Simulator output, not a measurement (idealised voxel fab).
voxel self aligned vias: a process module
We display cut, a cross-section 225 nm in width whose square cells are each 5 nm.
When this document writes out a cross-section, it uses a grid of square cells and lists it as bands, beginning at the top and moving down, with a band standing for one or more rows of cells. Heads up on the band format: heights come first, top then bottom, in nm. After that it's the materials left to right, each with its width in nm. A single material flagged "throughout" fills the whole band edge to edge, and "air" means there's empty space there. Height datum 0, below which the as-received substrate wafer is one material. Lowest band open at the bottom, running downward: "z 0 and below". You'd read "30 to 40" like this: the band's top row of cells is as wide as the first number, its bottom row is as wide as the second, and going down, every row changes width by the same amount as the row before did. A step reported as "nothing altered" is a step in which no cell of the cross-section changed. The entry "Encapsulated voids" lists the empty spaces that cover at least 8 cells and have no open path to the top. Each is written as width x height at distance, where the distance is measured from the left edge and all three values are in nm. Formally, on a step line, whatever follows the settings is a remark that the simulator itself makes on the step. overlay nm, on a step with a mask: how far to the right of its planned place the mask lay; to the left if negative. Each of the pairs that make up the rest of this document says: here is the cross-section before one process step, here is the cross-section after it, drawn only down to the lowest band that changed, and here, under the pair, is the step lying between them with its settings. Different pairs may come from different runs of this module on the same starting wafer, so a pair continues from the pair above it only where its entry headed "Pre-process" says so.

Pre-process
  z 55 to 45 = SiO2=70, TiN=5, Cu=25, TiN=5, SiO2=15, TiN=5, Cu=25, TiN=5, SiO2=70
  z 45 to 40 = SiO2=70, TiN=10, Cu=10, TiN=15, SiO2=15, TiN=10, Cu=10, TiN=15, SiO2=70
  z 40 to 35 = SiO2=75, TiN=20, SiO2=30, TiN=20, SiO2=80
  z 35 to 25 = SiO2=75, TiN=5, W=10, TiN=5, SiO2=30, TiN=5, W=10, TiN=5, SiO2=80
  z 25 to 20 = SiO2=75, TiN=20, SiO2=30, TiN=20, SiO2=80
  z 20 to 15 = SiCN throughout
  z 15 to 0 = SiO2 throughout
  z 0 and below = Si throughout
  Encapsulated voids: none

Post-Step Snapshot
  z 60 to 55 = SiCN throughout
  For the remainder of the cross-section, below 55, there is no change.
  Encapsulated voids: none
Step linking the sections shown: CONFORMAL_DEP: material SiCN, thk nm 5

Pre-process
  z 70 to 55 = aC throughout
  z 55 to 40 = SiO2 throughout
  z 40 to 35 = SiO2=75, SiN=20, SiO2=30, SiN=20, SiO2=80
  z 35 to 25 = SiO2=75, TiN=5, W=10, TiN=5, SiO2=30, TiN=5, W=10, TiN=5, SiO2=80
  z 25 to 20 = SiO2=75, TiN=20, SiO2=30, TiN=20, SiO2=80
  z 20 to 15 = SiCN throughout
  z 15 to 0 = SiO2 throughout
  z 0 and below = Si throughout
  Encapsulated voids: none

Post-Step Snapshot
  z 100 to 70 = resist=75, air=30, resist=20, air=30, resist=70
  For the remainder of the cross-section, below 70, there is no change.
  Encapsulated voids: none
Step linking the sections shown: PATTERN: tone open, mask id VIAS, material resist, width nm 30, pitch nm 50, thk nm 30, overlay nm 5

Pre-process: after-step cross-section of the pair just above applies.

Post-Step Snapshot
  z 85 to 70 = resist=75, air=30, resist=20, air=30, resist=70
  z 70 to 55 = aC=75, air=30, aC=20, air=30, aC=70
  For the remainder of the cross-section, below 55, there is no change.
  Encapsulated voids: none
Step linking the sections shown: DIRECTIONAL_ETCH: etch materials aC, depth nm 15

Pre-process: after-step cross-section of the pair just above applies.

Post-Step Snapshot
  z 70 to 55 = aC=75, air=30, aC=20, air=30, aC=70
  For the remainder of the cross-section, below 55, there is no change.
  Encapsulated voids: none
Step linking the sections shown: STRIP: etch materials resist

Pre-process: after-step cross-section of the pair just above applies.

Post-Step Snapshot
  z 70 to 55 = aC=75, air=30, aC=20, air=30, aC=70
  z 55 to 40 = SiO2=75, air=30, SiO2=20, air=30, SiO2=70
  For the remainder of the cross-section, below 40, there is no change.
  Encapsulated voids: none
Step linking the sections shown: DIRECTIONAL_ETCH: etch materials SiO2, depth nm 15

Pre-process: after-step cross-section of the pair just above applies.

Post-Step Snapshot
  z 70 to 55 = aC=75, air=30, aC=20, air=30, aC=70
  z 55 to 40 = SiO2=75, air=30, SiO2=20, air=30, SiO2=70
  z 40 to 35 = SiO2=75, air=20, SiO2=30, air=20, SiO2=80
  For the remainder of the cross-section, below 35, there is no change.
  Encapsulated voids: none
Step linking the sections shown: DIRECTIONAL_ETCH: etch materials SiN, depth nm 5

Pre-process: after-step cross-section of the pair just above applies.

Post-Step Snapshot
  z 55 to 40 = SiO2=75, air=30, SiO2=20, air=30, SiO2=70
  For the remainder of the cross-section, below 40, there is no change.
  Encapsulated voids: none
Step linking the sections shown: STRIP: etch materials aC

Pre-process: after-step cross-section of the pair just above applies.

Post-Step Snapshot
  z 60 to 55 = TiN=80, air=20, TiN=30, air=20, TiN=75
  z 55 to 45 = SiO2=75, TiN=5, air=20, TiN=5, SiO2=20, TiN=5, air=20, TiN=5, SiO2=70
  z 45 to 40 = SiO2=75, TiN=5, air=10, TiN=15, SiO2=20, TiN=5, air=10, TiN=15, SiO2=70
  z 40 to 35 = SiO2=75, TiN=20, SiO2=30, TiN=20, SiO2=80
  For the remainder of the cross-section, below 35, there is no change.
  Encapsulated voids: none
Step linking the sections shown: CONFORMAL_DEP: material TiN, thk nm 5

Pre-process: after-step cross-section of the pair just above applies.

Post-Step Snapshot
  z 70 to 60 = Cu throughout
  z 60 to 55 = TiN=80, Cu=20, TiN=30, Cu=20, TiN=75
  z 55 to 45 = SiO2=75, TiN=5, Cu=20, TiN=5, SiO2=20, TiN=5, Cu=20, TiN=5, SiO2=70
  z 45 to 40 = SiO2=75, TiN=5, Cu=10, TiN=15, SiO2=20, TiN=5, Cu=10, TiN=15, SiO2=70
  For the remainder of the cross-section, below 40, there is no change.
  Encapsulated voids: none
Step linking the sections shown: FILL_DEP: material Cu, thk nm 10

Pre-process: after-step cross-section of the pair just above applies.

Post-Step Snapshot
  z 55 to 45 = SiO2=75, TiN=5, Cu=20, TiN=5, SiO2=20, TiN=5, Cu=20, TiN=5, SiO2=70
  For the remainder of the cross-section, below 45, there is no change.
  Encapsulated voids: none
Step linking the sections shown: CMP: height nm 55

Pre-process: after-step cross-section of the pair just above applies.

Post-Step Snapshot
  z 60 to 55 = SiCN throughout
  For the remainder of the cross-section, below 55, there is no change.
  Encapsulated voids: none
Step linking the sections shown: CONFORMAL_DEP: material SiCN, thk nm 5

Pre-process
  z 0 and below = Si throughout
  Encapsulated voids: none

Post-Step Snapshot
  z 15 to 0 = W throughout
  For the remainder of the cross-section, below 0, there is no change.
  Encapsulated voids: none
Step linking the sections shown: CONFORMAL_DEP: material W, thk nm 15

Pre-process: after-step cross-section of the pair just above applies.

Post-Step Snapshot
  z 20 to 15 = SiCN throughout
  For the remainder of the cross-section, below 15, there is no change.
  Encapsulated voids: none
Step linking the sections shown: CONFORMAL_DEP: material SiCN, thk nm 5

Pre-process: after-step cross-section of the pair just above applies.

Post-Step Snapshot
  z 40 to 20 = SiO2 throughout
  For the remainder of the cross-section, below 20, there is no change.
  Encapsulated voids: none
Step linking the sections shown: DIRECTIONAL_DEP: material SiO2, thk nm 20

Pre-process: after-step cross-section of the pair just above applies.

Post-Step Snapshot
  z 55 to 40 = aC throughout
  For the remainder of the cross-section, below 40, there is no change.
  Encapsulated voids: none
Step linking the sections shown: DIRECTIONAL_DEP: material aC, thk nm 15

Pre-process: after-step cross-section of the pair just above applies.

Post-Step Snapshot
  z 90 to 55 = resist=75, air=20, resist=30, air=20, resist=80
  For the remainder of the cross-section, below 55, there is no change.
  Encapsulated voids: none
Step linking the sections shown: PATTERN: tone open, mask id LINES, material resist, width nm 20, pitch nm 50, thk nm 35, overlay nm 0

Pre-process: after-step cross-section of the pair just above applies.

Post-Step Snapshot
  z 75 to 55 = resist=75, air=20, resist=30, air=20, resist=80
  z 55 to 40 = aC=75, air=20, aC=30, air=20, aC=80
  For the remainder of the cross-section, below 40, there is no change.
  Encapsulated voids: none
Step linking the sections shown: DIRECTIONAL_ETCH: etch materials aC, depth nm 15

Pre-process: after-step cross-section of the pair just above applies.

Post-Step Snapshot
  z 55 to 40 = aC=75, air=20, aC=30, air=20, aC=80
  For the remainder of the cross-section, below 40, there is no change.
  Encapsulated voids: none
Step linking the sections shown: STRIP: etch materials resist

Pre-process: after-step cross-section of the pair just above applies.

Post-Step Snapshot
  z 55 to 40 = aC=75, air=20, aC=30, air=20, aC=80
  z 40 to 20 = SiO2=75, air=20, SiO2=30, air=20, SiO2=80
  For the remainder of the cross-section, below 20, there is no change.
  Encapsulated voids: none
Step linking the sections shown: DIRECTIONAL_ETCH: etch materials SiO2, depth nm 20

Pre-process: after-step cross-section of the pair just above applies.

Post-Step Snapshot
  z 40 to 20 = SiO2=75, air=20, SiO2=30, air=20, SiO2=80
  For the remainder of the cross-section, below 20, there is no change.
  Encapsulated voids: none
Step linking the sections shown: STRIP: etch materials aC

Pre-process: after-step cross-section of the pair just above applies.

Post-Step Snapshot
  z 45 to 40 = TiN=80, air=10, TiN=40, air=10, TiN=85
  z 40 to 25 = SiO2=75, TiN=5, air=10, TiN=5, SiO2=30, TiN=5, air=10, TiN=5, SiO2=80
  z 25 to 20 = SiO2=75, TiN=20, SiO2=30, TiN=20, SiO2=80
  For the remainder of the cross-section, below 20, there is no change.
  Encapsulated voids: none
Step linking the sections shown: CONFORMAL_DEP: material TiN, thk nm 5

Pre-process: after-step cross-section of the pair just above applies.

Post-Step Snapshot
  z 50 to 45 = W throughout
  z 45 to 40 = TiN=80, W=10, TiN=40, W=10, TiN=85
  z 40 to 25 = SiO2=75, TiN=5, W=10, TiN=5, SiO2=30, TiN=5, W=10, TiN=5, SiO2=80
  For the remainder of the cross-section, below 25, there is no change.
  Encapsulated voids: none
Step linking the sections shown: FILL_DEP: material W, thk nm 5

Pre-process: after-step cross-section of the pair just above applies.

Post-Step Snapshot
  z 40 to 25 = SiO2=75, TiN=5, W=10, TiN=5, SiO2=30, TiN=5, W=10, TiN=5, SiO2=80
  For the remainder of the cross-section, below 25, there is no change.
  Encapsulated voids: none
Step linking the sections shown: CMP: height nm 40

Pre-process: after-step cross-section of the pair just above applies.

Post-Step Snapshot
  z 40 to 35 = SiO2=75, air=20, SiO2=30, air=20, SiO2=80
  For the remainder of the cross-section, below 35, there is no change.
  Encapsulated voids: none
Step linking the sections shown: SELECTIVE_ETCH: etch materials W Ru TiN, depth nm 5

Pre-process: after-step cross-section of the pair just above applies.

Post-Step Snapshot
  z 45 to 40 = SiN throughout
  z 40 to 35 = SiO2=75, SiN=20, SiO2=30, SiN=20, SiO2=80
  For the remainder of the cross-section, below 35, there is no change.
  Encapsulated voids: none
Step linking the sections shown: FILL_DEP: material SiN, thk nm 5

Pre-process: after-step cross-section of the pair just above applies.

Post-Step Snapshot
  z 40 to 35 = SiO2=75, SiN=20, SiO2=30, SiN=20, SiO2=80
  For the remainder of the cross-section, below 35, there is no change.
  Encapsulated voids: none
Step linking the sections shown: CMP: height nm 40

Pre-process: after-step cross-section of the pair just above applies.

Post-Step Snapshot
  z 55 to 40 = SiO2 throughout
  For the remainder of the cross-section, below 40, there is no change.
  Encapsulated voids: none
Step linking the sections shown: DIRECTIONAL_DEP: material SiO2, thk nm 15

Pre-process: after-step cross-section of the pair just above applies.

Post-Step Snapshot
  z 70 to 55 = aC throughout
  For the remainder of the cross-section, below 55, there is no change.
  Encapsulated voids: none
Step linking the sections shown: DIRECTIONAL_DEP: material aC, thk nm 15

Pre-process: after-step cross-section of the pair just above applies.

Post-Step Snapshot
  z 100 to 70 = resist=70, air=30, resist=20, air=30, resist=75
  For the remainder of the cross-section, below 70, there is no change.
  Encapsulated voids: none
Step linking the sections shown: PATTERN: tone open, mask id VIAS, material resist, width nm 30, pitch nm 50, thk nm 30, overlay nm 0

Pre-process: after-step cross-section of the pair just above applies.

Post-Step Snapshot
  z 85 to 70 = resist=70, air=30, resist=20, air=30, resist=75
  z 70 to 55 = aC=70, air=30, aC=20, air=30, aC=75
  For the remainder of the cross-section, below 55, there is no change.
  Encapsulated voids: none
Step linking the sections shown: DIRECTIONAL_ETCH: etch materials aC, depth nm 15

Pre-process: after-step cross-section of the pair just above applies.

Post-Step Snapshot
  z 70 to 55 = aC=70, air=30, aC=20, air=30, aC=75
  For the remainder of the cross-section, below 55, there is no change.
  Encapsulated voids: none
Step linking the sections shown: STRIP: etch materials resist

Pre-process: after-step cross-section of the pair just above applies.

Post-Step Snapshot
  z 70 to 55 = aC=70, air=30, aC=20, air=30, aC=75
  z 55 to 40 = SiO2=70, air=30, SiO2=20, air=30, SiO2=75
  For the remainder of the cross-section, below 40, there is no change.
  Encapsulated voids: none
Step linking the sections shown: DIRECTIONAL_ETCH: etch materials SiO2, depth nm 15

Pre-process: after-step cross-section of the pair just above applies.

Post-Step Snapshot
  z 70 to 55 = aC=70, air=30, aC=20, air=30, aC=75
  z 55 to 40 = SiO2=70, air=30, SiO2=20, air=30, SiO2=75
  z 40 to 35 = SiO2=75, air=20, SiO2=30, air=20, SiO2=80
  For the remainder of the cross-section, below 35, there is no change.
  Encapsulated voids: none
Step linking the sections shown: DIRECTIONAL_ETCH: etch materials SiN, depth nm 5

Pre-process: after-step cross-section of the pair just above applies.

Post-Step Snapshot
  z 55 to 40 = SiO2=70, air=30, SiO2=20, air=30, SiO2=75
  For the remainder of the cross-section, below 40, there is no change.
  Encapsulated voids: none
Step linking the sections shown: STRIP: etch materials aC

Pre-process: after-step cross-section of the pair just above applies.

Post-Step Snapshot
  z 60 to 55 = TiN=75, air=20, TiN=30, air=20, TiN=80
  z 55 to 45 = SiO2=70, TiN=5, air=20, TiN=5, SiO2=20, TiN=5, air=20, TiN=5, SiO2=75
  z 45 to 40 = SiO2=70, TiN=10, air=10, TiN=10, SiO2=20, TiN=10, air=10, TiN=10, SiO2=75
  z 40 to 35 = SiO2=75, TiN=20, SiO2=30, TiN=20, SiO2=80
  For the remainder of the cross-section, below 35, there is no change.
  Encapsulated voids: none
Step linking the sections shown: CONFORMAL_DEP: material TiN, thk nm 5

Pre-process: after-step cross-section of the pair just above applies.

Post-Step Snapshot
  z 70 to 60 = Cu throughout
  z 60 to 55 = TiN=75, Cu=20, TiN=30, Cu=20, TiN=80
  z 55 to 45 = SiO2=70, TiN=5, Cu=20, TiN=5, SiO2=20, TiN=5, Cu=20, TiN=5, SiO2=75
  z 45 to 40 = SiO2=70, TiN=10, Cu=10, TiN=10, SiO2=20, TiN=10, Cu=10, TiN=10, SiO2=75
  For the remainder of the cross-section, below 40, there is no change.
  Encapsulated voids: none
Step linking the sections shown: FILL_DEP: material Cu, thk nm 10

Pre-process: after-step cross-section of the pair just above applies.

Post-Step Snapshot
  z 55 to 45 = SiO2=70, TiN=5, Cu=20, TiN=5, SiO2=20, TiN=5, Cu=20, TiN=5, SiO2=75
  For the remainder of the cross-section, below 45, there is no change.
  Encapsulated voids: none
Step linking the sections shown: CMP: height nm 55

Pre-process: after-step cross-section of the pair just above applies.

Post-Step Snapshot
  z 60 to 55 = SiCN throughout
  For the remainder of the cross-section, below 55, there is no change.
  Encapsulated voids: none
Step linking the sections shown: CONFORMAL_DEP: material SiCN, thk nm 5

Pre-process
  z 55 to 40 = aC throughout
  z 40 to 20 = SiO2 throughout
  z 20 to 15 = SiCN throughout
  z 15 to 0 = SiO2 throughout
  z 0 and below = Si throughout
  Encapsulated voids: none

Post-Step Snapshot
  z 90 to 55 = air=75, resist=20, air=30, resist=20, air=80
  For the remainder of the cross-section, below 55, there is no change.
  Encapsulated voids: none
Step linking the sections shown: PATTERN: tone cover, mask id LINES, material resist, width nm 20, pitch nm 50, thk nm 35, overlay nm 0

Pre-process: after-step cross-section of the pair just above applies.

Post-Step Snapshot
  z 75 to 55 = air=75, resist=20, air=30, resist=20, air=80
  z 55 to 40 = air=75, aC=20, air=30, aC=20, air=80
  For the remainder of the cross-section, below 40, there is no change.
  Encapsulated voids: none
Step linking the sections shown: DIRECTIONAL_ETCH: etch materials aC, depth nm 15

Pre-process: after-step cross-section of the pair just above applies.

Post-Step Snapshot
  z 55 to 40 = air=75, aC=20, air=30, aC=20, air=80
  For the remainder of the cross-section, below 40, there is no change.
  Encapsulated voids: none
Step linking the sections shown: STRIP: etch materials resist

Pre-process: after-step cross-section of the pair just above applies.

Post-Step Snapshot
  z 55 to 40 = air=75, aC=20, air=30, aC=20, air=80
  z 40 to 20 = air=75, SiO2=20, air=30, SiO2=20, air=80
  For the remainder of the cross-section, below 20, there is no change.
  Encapsulated voids: none
Step linking the sections shown: DIRECTIONAL_ETCH: etch materials SiO2, depth nm 20

Pre-process: after-step cross-section of the pair just above applies.

Post-Step Snapshot
  z 40 to 20 = air=75, SiO2=20, air=30, SiO2=20, air=80
  For the remainder of the cross-section, below 20, there is no change.
  Encapsulated voids: none
Step linking the sections shown: STRIP: etch materials aC

Pre-process: after-step cross-section of the pair just above applies.

Post-Step Snapshot
  z 45 to 40 = air=70, TiN=30, air=20, TiN=30, air=75
  z 40 to 25 = air=70, TiN=5, SiO2=20, TiN=5, air=20, TiN=5, SiO2=20, TiN=5, air=75
  z 25 to 20 = TiN=75, SiO2=20, TiN=30, SiO2=20, TiN=80
  For the remainder of the cross-section, below 20, there is no change.
  Encapsulated voids: none
Step linking the sections shown: CONFORMAL_DEP: material TiN, thk nm 5

Pre-process: after-step cross-section of the pair just above applies.

Post-Step Snapshot
  z 50 to 45 = W throughout
  z 45 to 40 = W=70, TiN=30, W=20, TiN=30, W=75
  z 40 to 25 = W=70, TiN=5, SiO2=20, TiN=5, W=20, TiN=5, SiO2=20, TiN=5, W=75
  For the remainder of the cross-section, below 25, there is no change.
  Encapsulated voids: none
Step linking the sections shown: FILL_DEP: material W, thk nm 5

Pre-process: after-step cross-section of the pair just above applies.

Post-Step Snapshot
  z 40 to 25 = W=70, TiN=5, SiO2=20, TiN=5, W=20, TiN=5, SiO2=20, TiN=5, W=75
  For the remainder of the cross-section, below 25, there is no change.
  Encapsulated voids: none
Step linking the sections shown: CMP: height nm 40

Pre-process: after-step cross-section of the pair just above applies.

Post-Step Snapshot
  z 40 to 35 = air=75, SiO2=20, air=30, SiO2=20, air=80
  For the remainder of the cross-section, below 35, there is no change.
  Encapsulated voids: none
Step linking the sections shown: SELECTIVE_ETCH: etch materials W Ru TiN, depth nm 5

Pre-process: after-step cross-section of the pair just above applies.

Post-Step Snapshot
  z 45 to 40 = SiN throughout
  z 40 to 35 = SiN=75, SiO2=20, SiN=30, SiO2=20, SiN=80
  For the remainder of the cross-section, below 35, there is no change.
  Encapsulated voids: none
Step linking the sections shown: FILL_DEP: material SiN, thk nm 5

Pre-process: after-step cross-section of the pair just above applies.

Post-Step Snapshot
  z 40 to 35 = SiN=75, SiO2=20, SiN=30, SiO2=20, SiN=80
  For the remainder of the cross-section, below 35, there is no change.
  Encapsulated voids: none
Step linking the sections shown: CMP: height nm 40

Pre-process: after-step cross-section of the pair just above applies.

Post-Step Snapshot
  z 55 to 40 = SiO2 throughout
  For the remainder of the cross-section, below 40, there is no change.
  Encapsulated voids: none
Step linking the sections shown: DIRECTIONAL_DEP: material SiO2, thk nm 15

Pre-process: after-step cross-section of the pair just above applies.

Post-Step Snapshot
  z 70 to 55 = aC throughout
  For the remainder of the cross-section, below 55, there is no change.
  Encapsulated voids: none
Step linking the sections shown: DIRECTIONAL_DEP: material aC, thk nm 15

Pre-process: after-step cross-section of the pair just above applies.

Post-Step Snapshot
  z 100 to 70 = resist=70, air=30, resist=20, air=30, resist=75
  For the remainder of the cross-section, below 70, there is no change.
  Encapsulated voids: none
Step linking the sections shown: PATTERN: tone open, mask id VIAS, material resist, width nm 30, pitch nm 50, thk nm 30, overlay nm 0

Pre-process: after-step cross-section of the pair just above applies.

Post-Step Snapshot
  z 85 to 70 = resist=70, air=30, resist=20, air=30, resist=75
  z 70 to 55 = aC=70, air=30, aC=20, air=30, aC=75
  For the remainder of the cross-section, below 55, there is no change.
  Encapsulated voids: none
Step linking the sections shown: DIRECTIONAL_ETCH: etch materials aC, depth nm 15

Pre-process: after-step cross-section of the pair just above applies.

Post-Step Snapshot
  z 70 to 55 = aC=70, air=30, aC=20, air=30, aC=75
  For the remainder of the cross-section, below 55, there is no change.
  Encapsulated voids: none
Step linking the sections shown: STRIP: etch materials resist

Pre-process: after-step cross-section of the pair just above applies.

Post-Step Snapshot
  z 70 to 55 = aC=70, air=30, aC=20, air=30, aC=75
  z 55 to 40 = SiO2=70, air=30, SiO2=20, air=30, SiO2=75
  For the remainder of the cross-section, below 40, there is no change.
  Encapsulated voids: none
Step linking the sections shown: DIRECTIONAL_ETCH: etch materials SiO2, depth nm 15

Pre-process: after-step cross-section of the pair just above applies.

Post-Step Snapshot
  z 70 to 55 = aC=70, air=30, aC=20, air=30, aC=75
  z 55 to 40 = SiO2=70, air=30, SiO2=20, air=30, SiO2=75
  z 40 to 35 = SiN=70, air=5, SiO2=20, air=5, SiN=20, air=5, SiO2=20, air=5, SiN=75
  For the remainder of the cross-section, below 35, there is no change.
  Encapsulated voids: none
Step linking the sections shown: DIRECTIONAL_ETCH: etch materials SiN, depth nm 5

Pre-process: after-step cross-section of the pair just above applies.

Post-Step Snapshot
  z 55 to 40 = SiO2=70, air=30, SiO2=20, air=30, SiO2=75
  For the remainder of the cross-section, below 40, there is no change.
  Encapsulated voids: none
Step linking the sections shown: STRIP: etch materials aC

Pre-process: after-step cross-section of the pair just above applies.

Post-Step Snapshot
  z 60 to 55 = TiN=75, air=20, TiN=30, air=20, TiN=80
  z 55 to 45 = SiO2=70, TiN=5, air=20, TiN=5, SiO2=20, TiN=5, air=20, TiN=5, SiO2=75
  z 45 to 40 = SiO2=70, TiN=30, SiO2=20, TiN=30, SiO2=75
  z 40 to 35 = SiN=70, TiN=5, SiO2=20, TiN=5, SiN=20, TiN=5, SiO2=20, TiN=5, SiN=75
  For the remainder of the cross-section, below 35, there is no change.
  Encapsulated voids: none
Step linking the sections shown: CONFORMAL_DEP: material TiN, thk nm 5

Pre-process: after-step cross-section of the pair just above applies.

Post-Step Snapshot
  z 70 to 60 = Cu throughout
  z 60 to 55 = TiN=75, Cu=20, TiN=30, Cu=20, TiN=80
  z 55 to 45 = SiO2=70, TiN=5, Cu=20, TiN=5, SiO2=20, TiN=5, Cu=20, TiN=5, SiO2=75
  For the remainder of the cross-section, below 45, there is no change.
  Encapsulated voids: none
Step linking the sections shown: FILL_DEP: material Cu, thk nm 10

Pre-process: after-step cross-section of the pair just above applies.

Post-Step Snapshot
  z 55 to 45 = SiO2=70, TiN=5, Cu=20, TiN=5, SiO2=20, TiN=5, Cu=20, TiN=5, SiO2=75
  For the remainder of the cross-section, below 45, there is no change.
  Encapsulated voids: none
Step linking the sections shown: CMP: height nm 55

Pre-process: after-step cross-section of the pair just above applies.

Post-Step Snapshot
  z 60 to 55 = SiCN throughout
  For the remainder of the cross-section, below 55, there is no change.
  Encapsulated voids: none
Step linking the sections shown: CONFORMAL_DEP: material SiCN, thk nm 5
